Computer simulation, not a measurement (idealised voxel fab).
Module name: voxel self aligned contacts (process module)
Section cut is 250 nm wide and gridded with 5 nm square cells.
When this document writes out a cross-section, it uses a grid of square cells and lists it as bands, beginning at the top and moving down, with a band standing for one or more rows of cells. Basically the band line says how high the top is and how high the bottom is, in nm, and then what's in it from left to right, every material with its width in nm. Empty space shows up as "empty", and if a single material carries "edge to edge" it runs the full band edge to edge. Heights are measured from 0, the level below which the as-received wafer is all one material; the lowest band has no bottom and continues downward, written as in "0..down". A two-number width, for instance "30->40", indicates that the width is equal to the first number in the top row of the band and to the second number in the bottom row, and that it changes by a constant amount per row of cells. A step reported as "nothing different" is a step in which no cell of the cross-section changed. Empty spaces without an open route to the top, at least 8 cells in extent, make up the entry "Closed empty spaces"; each is given as width x height at distance, where the distance is measured from the left edge, and all are in nm. Text after the settings on a step's line: the simulator's own remark on that step. The "overlay nm" setting may appear on a step's line; for a step that uses a mask, it gives how far to the right of its planned position the mask lay, and a negative value indicates the left.

# Intended process steps
1 op RECEIVE | material Si
2 op OXIDIZE | depth nm 5
3 op DIRECTIONAL_DEP | material polySi | thk nm 20
4 op DIRECTIONAL_DEP | material SiN | thk nm 20
5 op MASKED_ETCH | tone cover | mask id GATE | width nm 35 | pitch nm 60 | etch materials SiN | depth nm 20 | overlay nm 0
6 op MASKED_ETCH | tone cover | mask id GATE | width nm 35 | pitch nm 60 | etch materials polySi | depth nm 20 | overlay nm 0
7 op CONFORMAL_DEP | material SiN | thk nm 5
8 op DIRECTIONAL_ETCH | etch materials SiN | depth nm 5
9 op FILL_DEP | material SiO2 | thk nm 20
10 op CMP | height nm 50
11 op PATTERN | tone open | mask id CONTACT | material resist | width nm 45 | thk nm 15 | overlay nm 0
12 op DIRECTIONAL_ETCH | etch materials SiO2 | depth nm 55
13 op STRIP | etch materials resist
14 op CONFORMAL_DEP | material TiN | thk nm 5
15 op FILL_DEP | material Ru | thk nm 5
16 op CMP | height nm 50
17 op CONFORMAL_DEP | material SiN | thk nm 5

# Wafer at receipt (post step 1), cross-section
  0..down  Si edge to edge
  Closed empty spaces: none

# Figure: cross-sectional view of the wafer upon completion of the module, processed from the initial state and according to the plan depicted above, with one error introduced during execution
  55..50  SiN edge to edge
  50..40  100 of SiO2; 5->20 of TiN; 35->5 of Ru; 5->20 of TiN; 105 of SiO2
  40..20  70 of SiO2; 45 of SiN; 5 of TiN; 5 of Ru; 5 of TiN; 45 of SiN; 75 of SiO2
  20..0  70 of SiO2; 5 of SiN; 35 of polySi; 5 of SiN; 5 of TiN; 5 of Ru; 5 of TiN; 5 of SiN; 35 of polySi; 5 of SiN; 75 of SiO2
  0..-5  115 of SiO2; 15 of TiN; 120 of SiO2
  -5..-15  SiO2 edge to edge
  -15..down  Si edge to edge
  Closed empty spaces: none
Where did the run depart from the plan? off-plan run, step 2, actual operation and settings op OXIDIZE | depth nm 15
